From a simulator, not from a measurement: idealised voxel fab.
Name of the process module below: voxel transistor to metal
The cross-section on display is named cut; it measures 190 nm wide, and its cells are 5 nm squares.
For the purposes of this document, a cross-section shall be understood as a grid of square cells, specified as bands listed in top-to-bottom order, each band consisting of one or more rows of cells.
Band entry format. Leading values: height of top, height of bottom, nm. Remainder: materials in left-to-right order, each with its width in nm. Special words: "everywhere" on a single material, which then fills the band edge to edge; "blank", empty space.
Convention: height 0 is the level below which the wafer, as received, is all one material. The lowest band does not terminate at the bottom but continues downward, represented as "0 -> down".
Width spec "30 to 40" -> top row of cells at first value, bottom row at second value, equal per-row change in between.
Take "no alteration" at face value: in the step it is given for, the cross-section changed in none of its cells.
Any empty space of 8 cells or more lacking an open way to the top shows up in "Sealed void inventory" as width x height at distance, distance from the left edge, in nm.
What comes after the settings on a step's line is commentary from the simulator itself on that step.
Regarding "overlay nm": on a step with a mask, it is the distance the mask lay to the right of its planned place; a negative value places it to the left.
The following list gives the planned process steps:
step 1: RECEIVE,material Si
step 2: OXIDIZE,depth nm 5
step 3: CONFORMAL_DEP,material SiN,thk nm 15
step 4: PATTERN,tone cover,mask id ACTIVE,material resist,width nm 115,thk nm 20,overlay nm 0
step 5: DIRECTIONAL_ETCH,etch materials SiN,depth nm 15
step 6: DIRECTIONAL_ETCH,etch materials SiO2,depth nm 5
step 7: DIRECTIONAL_ETCH,etch materials Si,depth nm 30
step 8: STRIP,etch materials resist
step 9: OXIDIZE,depth nm 5
step 10: FILL_DEP,material SiO2,thk nm 15
step 11: CMP,height nm 15
step 12: SELECTIVE_ETCH,etch materials SiO2,depth nm 15
step 13: STRIP,etch materials SiN
step 14: SELECTIVE_ETCH,etch materials SiO2,depth nm 5
step 15: OXIDIZE,depth nm 5
step 16: DIRECTIONAL_DEP,material polySi,thk nm 20
step 17: DIRECTIONAL_DEP,material SiCN,thk nm 15
step 18: DIRECTIONAL_DEP,material aC,thk nm 15
step 19: PATTERN,tone cover,mask id GATE,material resist,width nm 35,thk nm 35,overlay nm 0
step 20: DIRECTIONAL_ETCH,etch materials aC,depth nm 15
step 21: STRIP,etch materials resist
step 22: DIRECTIONAL_ETCH,etch materials SiCN,depth nm 25
step 23: DIRECTIONAL_ETCH,etch materials polySi,depth nm 30
step 24: STRIP,etch materials aC
step 25: CONFORMAL_DEP,material SiN,thk nm 10
step 26: DIRECTIONAL_ETCH,etch materials SiN,depth nm 10
step 27: DIRECTIONAL_ETCH,etch materials SiO2,depth nm 5
step 28: DIRECTIONAL_ETCH,etch materials Si,depth nm 15
step 29: EPI,material SiGe,thk nm 15
step 30: FILL_DEP,material SiO2,thk nm 5
step 31: CMP,height nm 15
step 32: STRIP,etch materials polySi
step 33: SELECTIVE_ETCH,etch materials SiO2,depth nm 5
step 34: CONFORMAL_DEP,material HfO2,thk nm 5
step 35: CONFORMAL_DEP,material TiN,thk nm 5
step 36: FILL_DEP,material W,thk nm 10
step 37: CMP,height nm 10
step 38: DIRECTIONAL_DEP,material SiO2,thk nm 10
step 39: DIRECTIONAL_DEP,material aC,thk nm 15
step 40: PATTERN,tone open,mask id CONTACT,material resist,width nm 15,pitch nm 80,thk nm 30,overlay nm 0
step 41: DIRECTIONAL_ETCH,etch materials aC,depth nm 15
step 42: STRIP,etch materials resist
step 43: DIRECTIONAL_ETCH,etch materials SiO2,depth nm 30
step 44: STRIP,etch materials aC
step 45: CONFORMAL_DEP,material TiN,thk nm 5
step 46: FILL_DEP,material Ru,thk nm 5
step 47: CMP,height nm 20
step 48: CONFORMAL_DEP,material SiCN,thk nm 5
step 49: DIRECTIONAL_DEP,material SiO2,thk nm 25
step 50: MASKED_ETCH,tone open,mask id METAL_1,width nm 15,pitch nm 80,etch materials SiO2,depth nm 25,overlay nm 0
step 51: MASKED_ETCH,tone open,mask id METAL_1,width nm 15,pitch nm 80,etch materials SiCN,depth nm 5,overlay nm 0
step 52: CONFORMAL_DEP,material TiN,thk nm 5
step 53: FILL_DEP,material Cu,thk nm 10
step 54: CMP,height nm 50
step 55: CONFORMAL_DEP,material SiCN,thk nm 5
Wafer, first of two, run as planned:
Wafer as received: cross-section following step 1:
0 -> down = Si everywhere
Sealed void inventory: none
You're looking at a cross-section of the wafer after step 2:
0 -> -5 = SiO2 everywhere
below -5: unchanged
You're looking at a cross-section of the wafer after step 3:
15 -> 0 = SiN everywhere
below 0: unchanged
You're looking at a cross-section of the wafer after step 4:
35 -> 15 = 35 blank, 115 resist, 40 blank
below 15: unchanged
You're looking at a cross-section of the wafer after step 5:
35 -> 15 = 35 blank, 115 resist, 40 blank
15 -> 0 = 35 blank, 115 SiN, 40 blank
below 0: unchanged
You're looking at a cross-section of the wafer after step 6:
35 -> 15 = 35 blank, 115 resist, 40 blank
15 -> 0 = 35 blank, 115 SiN, 40 blank
0 -> -5 = 35 blank, 115 SiO2, 40 blank
below -5: unchanged
You're looking at a cross-section of the wafer after step 7:
35 -> 15 = 35 blank, 115 resist, 40 blank
15 -> 0 = 35 blank, 115 SiN, 40 blank
0 -> -5 = 35 blank, 115 SiO2, 40 blank
-5 -> -35 = 35 blank, 115 Si, 40 blank
below -35: unchanged
You're looking at a cross-section of the wafer after step 8:
15 -> 0 = 35 blank, 115 SiN, 40 blank
below 0: unchanged
You're looking at a cross-section of the wafer after step 9:
15 -> 0 = 35 blank, 115 SiN, 40 blank
0 -> -5 = 35 blank, 115 SiO2, 40 blank
-5 -> -35 = 35 blank, 5 SiO2, 105 Si, 5 SiO2, 40 blank
-35 -> -40 = 40 SiO2, 105 Si, 45 SiO2
below -40: unchanged
You're looking at a cross-section of the wafer after step 10:
30 -> 15 = SiO2 everywhere
15 -> 0 = 35 SiO2, 115 SiN, 40 SiO2
0 -> -5 = SiO2 everywhere
-5 -> -40 = 40 SiO2, 105 Si, 45 SiO2
below -40: unchanged
You're looking at a cross-section of the wafer after step 11:
15 -> 0 = 35 SiO2, 115 SiN, 40 SiO2
below 0: unchanged
You're looking at a cross-section of the wafer after step 12:
15 -> 0 = 35 blank, 115 SiN, 40 blank
below 0: unchanged
You're looking at a cross-section of the wafer after step 13:
0 -> -5 = SiO2 everywhere
below -5: unchanged
You're looking at a cross-section of the wafer after step 14:
-5 -> -40 = 40 SiO2, 105 Si, 45 SiO2
below -40: unchanged
You're looking at a cross-section of the wafer after step 15:
-5 -> -10 = SiO2 everywhere
below -10: unchanged
You're looking at a cross-section of the wafer after step 16:
15 -> -5 = polySi everywhere
below -5: unchanged
You're looking at a cross-section of the wafer after step 17:
30 -> 15 = SiCN everywhere
below 15: unchanged
You're looking at a cross-section of the wafer after step 18:
45 -> 30 = aC everywhere
below 30: unchanged
You're looking at a cross-section of the wafer after step 19:
80 -> 45 = 75 blank, 35 resist, 80 blank
below 45: unchanged
You're looking at a cross-section of the wafer after step 20:
65 -> 45 = 75 blank, 35 resist, 80 blank
45 -> 30 = 75 blank, 35 aC, 80 blank
below 30: unchanged
You're looking at a cross-section of the wafer after step 21:
45 -> 30 = 75 blank, 35 aC, 80 blank
below 30: unchanged
You're looking at a cross-section of the wafer after step 22:
45 -> 30 = 75 blank, 35 aC, 80 blank
30 -> 15 = 75 blank, 35 SiCN, 80 blank
below 15: unchanged
You're looking at a cross-section of the wafer after step 23:
45 -> 30 = 75 blank, 35 aC, 80 blank
30 -> 15 = 75 blank, 35 SiCN, 80 blank
15 -> -5 = 75 blank, 35 polySi, 80 blank
below -5: unchanged
You're looking at a cross-section of the wafer after step 24:
30 -> 15 = 75 blank, 35 SiCN, 80 blank
below 15: unchanged
You're looking at a cross-section of the wafer after step 25:
40 -> 30 = 65 blank, 55 SiN, 70 blank
30 -> 15 = 65 blank, 10 SiN, 35 SiCN, 10 SiN, 70 blank
15 -> 5 = 65 blank, 10 SiN, 35 polySi, 10 SiN, 70 blank
5 -> -5 = 75 SiN, 35 polySi, 80 SiN
below -5: unchanged
You're looking at a cross-section of the wafer after step 26:
30 -> 15 = 65 blank, 10 SiN, 35 SiCN, 10 SiN, 70 blank
15 -> -5 = 65 blank, 10 SiN, 35 polySi, 10 SiN, 70 blank
below -5: unchanged
You're looking at a cross-section of the wafer after step 27:
30 -> 15 = 65 blank, 10 SiN, 35 SiCN, 10 SiN, 70 blank
15 -> -5 = 65 blank, 10 SiN, 35 polySi, 10 SiN, 70 blank
-5 -> -10 = 65 blank, 55 SiO2, 70 blank
below -10: unchanged
You're looking at a cross-section of the wafer after step 28:
30 -> 15 = 65 blank, 10 SiN, 35 SiCN, 10 SiN, 70 blank
15 -> -5 = 65 blank, 10 SiN, 35 polySi, 10 SiN, 70 blank
-5 -> -10 = 65 blank, 55 SiO2, 70 blank
-10 -> -25 = 40 SiO2, 25 blank, 55 Si, 25 blank, 45 SiO2
below -25: unchanged
You're looking at a cross-section of the wafer after step 29:
30 -> 15 = 65 blank, 10 SiN, 35 SiCN, 10 SiN, 70 blank
15 -> 5 = 65 blank, 10 SiN, 35 polySi, 10 SiN, 70 blank
5 -> -5 = 50 blank, 15 SiGe, 10 SiN, 35 polySi, 10 SiN, 15 SiGe, 55 blank
-5 -> -10 = 50 blank, 15 SiGe, 55 SiO2, 15 SiGe, 55 blank
-10 -> -25 = 40 SiO2, 25 SiGe, 55 Si, 25 SiGe, 45 SiO2
below -25: unchanged
You're looking at a cross-section of the wafer after step 30:
35 -> 30 = SiO2 everywhere
30 -> 15 = 65 SiO2, 10 SiN, 35 SiCN, 10 SiN, 70 SiO2
15 -> 5 = 65 SiO2, 10 SiN, 35 polySi, 10 SiN, 70 SiO2
5 -> -5 = 50 SiO2, 15 SiGe, 10 SiN, 35 polySi, 10 SiN, 15 SiGe, 55 SiO2
-5 -> -10 = 50 SiO2, 15 SiGe, 55 SiO2, 15 SiGe, 55 SiO2
below -10: unchanged
You're looking at a cross-section of the wafer after step 31:
15 -> 5 = 65 SiO2, 10 SiN, 35 polySi, 10 SiN, 70 SiO2
below 5: unchanged
You're looking at a cross-section of the wafer after step 32:
15 -> 5 = 65 SiO2, 10 SiN, 35 blank, 10 SiN, 70 SiO2
5 -> -5 = 50 SiO2, 15 SiGe, 10 SiN, 35 blank, 10 SiN, 15 SiGe, 55 SiO2
below -5: unchanged
You're looking at a cross-section of the wafer after step 33:
15 -> 10 = 65 blank, 10 SiN, 35 blank, 10 SiN, 70 blank
10 -> 5 = 65 SiO2, 10 SiN, 35 blank, 10 SiN, 70 SiO2
5 -> -5 = 50 SiO2, 15 SiGe, 10 SiN, 35 blank, 10 SiN, 15 SiGe, 55 SiO2
-5 -> -10 = 50 SiO2, 15 SiGe, 5 SiO2, 45 blank, 5 SiO2, 15 SiGe, 55 SiO2
below -10: unchanged
You're looking at a cross-section of the wafer after step 34:
20 -> 15 = 60 blank, 20 HfO2, 25 blank, 20 HfO2, 65 blank
15 -> 10 = 65 HfO2, 10 SiN, 5 HfO2, 25 blank, 5 HfO2, 10 SiN, 70 HfO2
10 -> 5 = 65 SiO2, 10 SiN, 5 HfO2, 25 blank, 5 HfO2, 10 SiN, 70 SiO2
5 -> -5 = 50 SiO2, 15 SiGe, 10 SiN, 5 HfO2, 25 blank, 5 HfO2, 10 SiN, 15 SiGe, 55 SiO2
-5 -> -10 = 50 SiO2, 15 SiGe, 5 SiO2, 45 HfO2, 5 SiO2, 15 SiGe, 55 SiO2
below -10: unchanged
You're looking at a cross-section of the wafer after step 35:
25 -> 20 = 55 blank, 30 TiN, 15 blank, 30 TiN, 60 blank
20 -> 15 = 60 TiN, 20 HfO2, 5 TiN, 15 blank, 5 TiN, 20 HfO2, 65 TiN
15 -> 10 = 65 HfO2, 10 SiN, 5 HfO2, 5 TiN, 15 blank, 5 TiN, 5 HfO2, 10 SiN, 70 HfO2
10 -> 5 = 65 SiO2, 10 SiN, 5 HfO2, 5 TiN, 15 blank, 5 TiN, 5 HfO2, 10 SiN, 70 SiO2
5 -> 0 = 50 SiO2, 15 SiGe, 10 SiN, 5 HfO2, 5 TiN, 15 blank, 5 TiN, 5 HfO2, 10 SiN, 15 SiGe, 55 SiO2
0 -> -5 = 50 SiO2, 15 SiGe, 10 SiN, 5 HfO2, 25 TiN, 5 HfO2, 10 SiN, 15 SiGe, 55 SiO2
below -5: unchanged
You're looking at a cross-section of the wafer after step 36:
35 -> 25 = W everywhere
25 -> 20 = 55 W, 30 TiN, 15 W, 30 TiN, 60 W
20 -> 15 = 60 TiN, 20 HfO2, 5 TiN, 15 W, 5 TiN, 20 HfO2, 65 TiN
15 -> 10 = 65 HfO2, 10 SiN, 5 HfO2, 5 TiN, 15 W, 5 TiN, 5 HfO2, 10 SiN, 70 HfO2
10 -> 5 = 65 SiO2, 10 SiN, 5 HfO2, 5 TiN, 15 W, 5 TiN, 5 HfO2, 10 SiN, 70 SiO2
5 -> 0 = 50 SiO2, 15 SiGe, 10 SiN, 5 HfO2, 5 TiN, 15 W, 5 TiN, 5 HfO2, 10 SiN, 15 SiGe, 55 SiO2
below 0: unchanged
You're looking at a cross-section of the wafer after step 37:
10 -> 5 = 65 SiO2, 10 SiN, 5 HfO2, 5 TiN, 15 W, 5 TiN, 5 HfO2, 10 SiN, 70 SiO2
below 5: unchanged
You're looking at a cross-section of the wafer after step 38:
20 -> 10 = SiO2 everywhere
below 10: unchanged
You're looking at a cross-section of the wafer after step 39:
35 -> 20 = aC everywhere
below 20: unchanged
You're looking at a cross-section of the wafer after step 40:
65 -> 35 = 45 resist, 15 blank, 65 resist, 15 blank, 50 resist
below 35: unchanged
You're looking at a cross-section of the wafer after step 41:
50 -> 35 = 45 resist, 15 blank, 65 resist, 15 blank, 50 resist
35 -> 20 = 45 aC, 15 blank, 65 aC, 15 blank, 50 aC
below 20: unchanged
You're looking at a cross-section of the wafer after step 42:
35 -> 20 = 45 aC, 15 blank, 65 aC, 15 blank, 50 aC
below 20: unchanged
You're looking at a cross-section of the wafer after step 43:
35 -> 20 = 45 aC, 15 blank, 65 aC, 15 blank, 50 aC
20 -> 10 = 45 SiO2, 15 blank, 65 SiO2, 15 blank, 50 SiO2
10 -> 5 = 45 SiO2, 15 blank, 5 SiO2, 10 SiN, 5 HfO2, 5 TiN, 15 W, 5 TiN, 5 HfO2, 10 SiN, 5 SiO2, 15 blank, 50 SiO2
5 -> 0 = 45 SiO2, 5 blank, 15 SiGe, 10 SiN, 5 HfO2, 5 TiN, 15 W, 5 TiN, 5 HfO2, 10 SiN, 15 SiGe, 5 blank, 50 SiO2
0 -> -5 = 45 SiO2, 5 blank, 15 SiGe, 10 SiN, 5 HfO2, 25 TiN, 5 HfO2, 10 SiN, 15 SiGe, 5 blank, 50 SiO2
-5 -> -10 = 45 SiO2, 5 blank, 15 SiGe, 5 SiO2, 45 HfO2, 5 SiO2, 15 SiGe, 5 blank, 50 SiO2
below -10: unchanged
You're looking at a cross-section of the wafer after step 44:
20 -> 10 = 45 SiO2, 15 blank, 65 SiO2, 15 blank, 50 SiO2
below 10: unchanged
You're looking at a cross-section of the wafer after step 45:
25 -> 20 = 50 TiN, 5 blank, 75 TiN, 5 blank, 55 TiN
20 -> 10 = 45 SiO2, 5 TiN, 5 blank, 5 TiN, 65 SiO2, 5 TiN, 5 blank, 5 TiN, 50 SiO2
10 -> 5 = 45 SiO2, 15 TiN, 5 SiO2, 10 SiN, 5 HfO2, 5 TiN, 15 W, 5 TiN, 5 HfO2, 10 SiN, 5 SiO2, 15 TiN, 50 SiO2
5 -> 0 = 45 SiO2, 5 TiN, 15 SiGe, 10 SiN, 5 HfO2, 5 TiN, 15 W, 5 TiN, 5 HfO2, 10 SiN, 15 SiGe, 5 TiN, 50 SiO2
0 -> -5 = 45 SiO2, 5 TiN, 15 SiGe, 10 SiN, 5 HfO2, 25 TiN, 5 HfO2, 10 SiN, 15 SiGe, 5 TiN, 50 SiO2
-5 -> -10 = 45 SiO2, 5 TiN, 15 SiGe, 5 SiO2, 45 HfO2, 5 SiO2, 15 SiGe, 5 TiN, 50 SiO2
below -10: unchanged
You're looking at a cross-section of the wafer after step 46:
30 -> 25 = Ru everywhere
25 -> 20 = 50 TiN, 5 Ru, 75 TiN, 5 Ru, 55 TiN
20 -> 10 = 45 SiO2, 5 TiN, 5 Ru, 5 TiN, 65 SiO2, 5 TiN, 5 Ru, 5 TiN, 50 SiO2
below 10: unchanged
You're looking at a cross-section of the wafer after step 47:
20 -> 10 = 45 SiO2, 5 TiN, 5 Ru, 5 TiN, 65 SiO2, 5 TiN, 5 Ru, 5 TiN, 50 SiO2
below 10: unchanged
You're looking at a cross-section of the wafer after step 48:
25 -> 20 = SiCN everywhere
below 20: unchanged
You're looking at a cross-section of the wafer after step 49:
50 -> 25 = SiO2 everywhere
below 25: unchanged
You're looking at a cross-section of the wafer after step 50:
50 -> 25 = 45 SiO2, 15 blank, 65 SiO2, 15 blank, 50 SiO2
below 25: unchanged
You're looking at a cross-section of the wafer after step 51:
50 -> 25 = 45 SiO2, 15 blank, 65 SiO2, 15 blank, 50 SiO2
25 -> 20 = 45 SiCN, 15 blank, 65 SiCN, 15 blank, 50 SiCN
below 20: unchanged
You're looking at a cross-section of the wafer after step 52:
55 -> 50 = 50 TiN, 5 blank, 75 TiN, 5 blank, 55 TiN
50 -> 25 = 45 SiO2, 5 TiN, 5 blank, 5 TiN, 65 SiO2, 5 TiN, 5 blank, 5 TiN, 50 SiO2
25 -> 20 = 45 SiCN, 15 TiN, 65 SiCN, 15 TiN, 50 SiCN
below 20: unchanged
You're looking at a cross-section of the wafer after step 53:
65 -> 55 = Cu everywhere
55 -> 50 = 50 TiN, 5 Cu, 75 TiN, 5 Cu, 55 TiN
50 -> 25 = 45 SiO2, 5 TiN, 5 Cu, 5 TiN, 65 SiO2, 5 TiN, 5 Cu, 5 TiN, 50 SiO2
below 25: unchanged
You're looking at a cross-section of the wafer after step 54:
50 -> 25 = 45 SiO2, 5 TiN, 5 Cu, 5 TiN, 65 SiO2, 5 TiN, 5 Cu, 5 TiN, 50 SiO2
below 25: unchanged
You're looking at a cross-section of the wafer after step 55:
55 -> 50 = SiCN everywhere
below 50: unchanged
The remaining wafer, second of the two, started like the first and was run to the same plan, except that one mistake was made along the way; the two coincide through step 18, inclusive:
What the second wafer looks like in cross-section when step 19 should have wrapped up:
80 -> 45 = 75 resist, 35 blank, 80 resist
below 45: unchanged
What the second wafer looks like in cross-section when step 20 should have wrapped up:
65 -> 45 = 75 resist, 35 blank, 80 resist
45 -> 30 = 75 aC, 35 blank, 80 aC
below 30: unchanged
What the second wafer looks like in cross-section when step 21 should have wrapped up:
45 -> 30 = 75 aC, 35 blank, 80 aC
below 30: unchanged
What the second wafer looks like in cross-section when step 22 should have wrapped up:
45 -> 30 = 75 aC, 35 blank, 80 aC
30 -> 15 = 75 SiCN, 35 blank, 80 SiCN
below 15: unchanged
What the second wafer looks like in cross-section when step 23 should have wrapped up:
45 -> 30 = 75 aC, 35 blank, 80 aC
30 -> 15 = 75 SiCN, 35 blank, 80 SiCN
15 -> -5 = 75 polySi, 35 blank, 80 polySi
below -5: unchanged
What the second wafer looks like in cross-section when step 24 should have wrapped up:
30 -> 15 = 75 SiCN, 35 blank, 80 SiCN
below 15: unchanged
What the second wafer looks like in cross-section when step 25 should have wrapped up:
40 -> 30 = 85 SiN, 15 blank, 90 SiN
30 -> 15 = 75 SiCN, 10 SiN, 15 blank, 10 SiN, 80 SiCN
15 -> 5 = 75 polySi, 10 SiN, 15 blank, 10 SiN, 80 polySi
5 -> -5 = 75 polySi, 35 SiN, 80 polySi
below -5: unchanged
What the second wafer looks like in cross-section when step 26 should have wrapped up:
30 -> 15 = 75 SiCN, 10 SiN, 15 blank, 10 SiN, 80 SiCN
15 -> -5 = 75 polySi, 10 SiN, 15 blank, 10 SiN, 80 polySi
below -5: unchanged
What the second wafer looks like in cross-section when step 27 should have wrapped up:
30 -> 15 = 75 SiCN, 10 SiN, 15 blank, 10 SiN, 80 SiCN
15 -> -5 = 75 polySi, 10 SiN, 15 blank, 10 SiN, 80 polySi
-5 -> -10 = 85 SiO2, 15 blank, 90 SiO2
below -10: unchanged
What the second wafer looks like in cross-section when step 28 should have wrapped up:
30 -> 15 = 75 SiCN, 10 SiN, 15 blank, 10 SiN, 80 SiCN
15 -> -5 = 75 polySi, 10 SiN, 15 blank, 10 SiN, 80 polySi
-5 -> -10 = 85 SiO2, 15 blank, 90 SiO2
-10 -> -25 = 40 SiO2, 45 Si, 15 blank, 45 Si, 45 SiO2
below -25: unchanged
What the second wafer looks like in cross-section when step 29 should have wrapped up:
30 -> 15 = 75 SiCN, 10 SiN, 15 blank, 10 SiN, 80 SiCN
15 -> 5 = 75 polySi, 10 SiN, 15 blank, 10 SiN, 80 polySi
5 -> -5 = 75 polySi, 10 SiN, 15 SiGe, 10 SiN, 80 polySi
-5 -> -10 = 85 SiO2, 15 SiGe, 90 SiO2
-10 -> -25 = 40 SiO2, 45 Si, 15 SiGe, 45 Si, 45 SiO2
below -25: unchanged
What the second wafer looks like in cross-section when step 30 should have wrapped up:
35 -> 30 = SiO2 everywhere
30 -> 15 = 75 SiCN, 10 SiN, 15 SiO2, 10 SiN, 80 SiCN
15 -> 5 = 75 polySi, 10 SiN, 15 SiO2, 10 SiN, 80 polySi
below 5: unchanged
What the second wafer looks like in cross-section when step 31 should have wrapped up:
15 -> 5 = 75 polySi, 10 SiN, 15 SiO2, 10 SiN, 80 polySi
below 5: unchanged
What the second wafer looks like in cross-section when step 32 should have wrapped up:
15 -> 5 = 75 blank, 10 SiN, 15 SiO2, 10 SiN, 80 blank
5 -> -5 = 75 blank, 10 SiN, 15 SiGe, 10 SiN, 80 blank
below -5: unchanged
What the second wafer looks like in cross-section when step 33 should have wrapped up:
15 -> 10 = 75 blank, 10 SiN, 15 blank, 10 SiN, 80 blank
10 -> 5 = 75 blank, 10 SiN, 15 SiO2, 10 SiN, 80 blank
5 -> -5 = 75 blank, 10 SiN, 15 SiGe, 10 SiN, 80 blank
-5 -> -10 = 80 blank, 5 SiO2, 15 SiGe, 5 SiO2, 85 blank
below -10: unchanged
What the second wafer looks like in cross-section when step 34 should have wrapped up:
20 -> 15 = 70 blank, 20 HfO2, 5 blank, 20 HfO2, 75 blank
15 -> 10 = 70 blank, 5 HfO2, 10 SiN, 15 HfO2, 10 SiN, 5 HfO2, 75 blank
10 -> 5 = 70 blank, 5 HfO2, 10 SiN, 15 SiO2, 10 SiN, 5 HfO2, 75 blank
5 -> -5 = 70 blank, 5 HfO2, 10 SiN, 15 SiGe, 10 SiN, 5 HfO2, 75 blank
-5 -> -10 = 80 HfO2, 5 SiO2, 15 SiGe, 5 SiO2, 85 HfO2
below -10: unchanged
What the second wafer looks like in cross-section when step 35 should have wrapped up:
25 -> 20 = 65 blank, 55 TiN, 70 blank
20 -> 15 = 65 blank, 5 TiN, 20 HfO2, 5 TiN, 20 HfO2, 5 TiN, 70 blank
15 -> 10 = 65 blank, 5 TiN, 5 HfO2, 10 SiN, 15 HfO2, 10 SiN, 5 HfO2, 5 TiN, 70 blank
10 -> 5 = 65 blank, 5 TiN, 5 HfO2, 10 SiN, 15 SiO2, 10 SiN, 5 HfO2, 5 TiN, 70 blank
5 -> 0 = 65 blank, 5 TiN, 5 HfO2, 10 SiN, 15 SiGe, 10 SiN, 5 HfO2, 5 TiN, 70 blank
0 -> -5 = 70 TiN, 5 HfO2, 10 SiN, 15 SiGe, 10 SiN, 5 HfO2, 75 TiN
below -5: unchanged
What the second wafer looks like in cross-section when step 36 should have wrapped up:
35 -> 25 = W everywhere
25 -> 20 = 65 W, 55 TiN, 70 W
20 -> 15 = 65 W, 5 TiN, 20 HfO2, 5 TiN, 20 HfO2, 5 TiN, 70 W
15 -> 10 = 65 W, 5 TiN, 5 HfO2, 10 SiN, 15 HfO2, 10 SiN, 5 HfO2, 5 TiN, 70 W
10 -> 5 = 65 W, 5 TiN, 5 HfO2, 10 SiN, 15 SiO2, 10 SiN, 5 HfO2, 5 TiN, 70 W
5 -> 0 = 65 W, 5 TiN, 5 HfO2, 10 SiN, 15 SiGe, 10 SiN, 5 HfO2, 5 TiN, 70 W
below 0: unchanged
What the second wafer looks like in cross-section when step 37 should have wrapped up:
10 -> 5 = 65 W, 5 TiN, 5 HfO2, 10 SiN, 15 SiO2, 10 SiN, 5 HfO2, 5 TiN, 70 W
below 5: unchanged
What the second wafer looks like in cross-section when step 38 should have wrapped up:
20 -> 10 = SiO2 everywhere
below 10: unchanged
What the second wafer looks like in cross-section when step 39 should have wrapped up:
35 -> 20 = aC everywhere
below 20: unchanged
What the second wafer looks like in cross-section when step 40 should have wrapped up:
65 -> 35 = 45 resist, 15 blank, 65 resist, 15 blank, 50 resist
below 35: unchanged
What the second wafer looks like in cross-section when step 41 should have wrapped up:
50 -> 35 = 45 resist, 15 blank, 65 resist, 15 blank, 50 resist
35 -> 20 = 45 aC, 15 blank, 65 aC, 15 blank, 50 aC
below 20: unchanged
What the second wafer looks like in cross-section when step 42 should have wrapped up:
35 -> 20 = 45 aC, 15 blank, 65 aC, 15 blank, 50 aC
below 20: unchanged
What the second wafer looks like in cross-section when step 43 should have wrapped up:
35 -> 20 = 45 aC, 15 blank, 65 aC, 15 blank, 50 aC
20 -> 10 = 45 SiO2, 15 blank, 65 SiO2, 15 blank, 50 SiO2
below 10: unchanged
What the second wafer looks like in cross-section when step 44 should have wrapped up:
20 -> 10 = 45 SiO2, 15 blank, 65 SiO2, 15 blank, 50 SiO2
below 10: unchanged
What the second wafer looks like in cross-section when step 45 should have wrapped up:
25 -> 20 = 50 TiN, 5 blank, 75 TiN, 5 blank, 55 TiN
20 -> 15 = 45 SiO2, 5 TiN, 5 blank, 5 TiN, 65 SiO2, 5 TiN, 5 blank, 5 TiN, 50 SiO2
15 -> 10 = 45 SiO2, 15 TiN, 65 SiO2, 15 TiN, 50 SiO2
below 10: unchanged
What the second wafer looks like in cross-section when step 46 should have wrapped up:
30 -> 25 = Ru everywhere
25 -> 20 = 50 TiN, 5 Ru, 75 TiN, 5 Ru, 55 TiN
20 -> 15 = 45 SiO2, 5 TiN, 5 Ru, 5 TiN, 65 SiO2, 5 TiN, 5 Ru, 5 TiN, 50 SiO2
below 15: unchanged
What the second wafer looks like in cross-section when step 47 should have wrapped up:
20 -> 15 = 45 SiO2, 5 TiN, 5 Ru, 5 TiN, 65 SiO2, 5 TiN, 5 Ru, 5 TiN, 50 SiO2
below 15: unchanged
What the second wafer looks like in cross-section when step 48 should have wrapped up:
25 -> 20 = SiCN everywhere
below 20: unchanged
What the second wafer looks like in cross-section when step 49 should have wrapped up:
50 -> 25 = SiO2 everywhere
below 25: unchanged
What the second wafer looks like in cross-section when step 50 should have wrapped up:
50 -> 25 = 45 SiO2, 15 blank, 65 SiO2, 15 blank, 50 SiO2
below 25: unchanged
What the second wafer looks like in cross-section when step 51 should have wrapped up:
50 -> 25 = 45 SiO2, 15 blank, 65 SiO2, 15 blank, 50 SiO2
25 -> 20 = 45 SiCN, 15 blank, 65 SiCN, 15 blank, 50 SiCN
below 20: unchanged
What the second wafer looks like in cross-section when step 52 should have wrapped up:
55 -> 50 = 50 TiN, 5 blank, 75 TiN, 5 blank, 55 TiN
50 -> 25 = 45 SiO2, 5 TiN, 5 blank, 5 TiN, 65 SiO2, 5 TiN, 5 blank, 5 TiN, 50 SiO2
25 -> 20 = 45 SiCN, 15 TiN, 65 SiCN, 15 TiN, 50 SiCN
below 20: unchanged
What the second wafer looks like in cross-section when step 53 should have wrapped up:
65 -> 55 = Cu everywhere
55 -> 50 = 50 TiN, 5 Cu, 75 TiN, 5 Cu, 55 TiN
50 -> 25 = 45 SiO2, 5 TiN, 5 Cu, 5 TiN, 65 SiO2, 5 TiN, 5 Cu, 5 TiN, 50 SiO2
below 25: unchanged
What the second wafer looks like in cross-section when step 54 should have wrapped up:
50 -> 25 = 45 SiO2, 5 TiN, 5 Cu, 5 TiN, 65 SiO2, 5 TiN, 5 Cu, 5 TiN, 50 SiO2
below 25: unchanged
What the second wafer looks like in cross-section when step 55 should have wrapped up:
55 -> 50 = SiCN everywhere
below 50: unchanged
Where did the run depart from the plan? planned and actual differ for step 19; actual: PATTERN,tone open,mask id GATE,material resist,width nm 35,thk nm 35,overlay nm 0
at the end the second wafer has, in cells: HfO2 +24, Ru -2, Si +21, SiGe -30, SiO2 -75, TiN +14, W +48
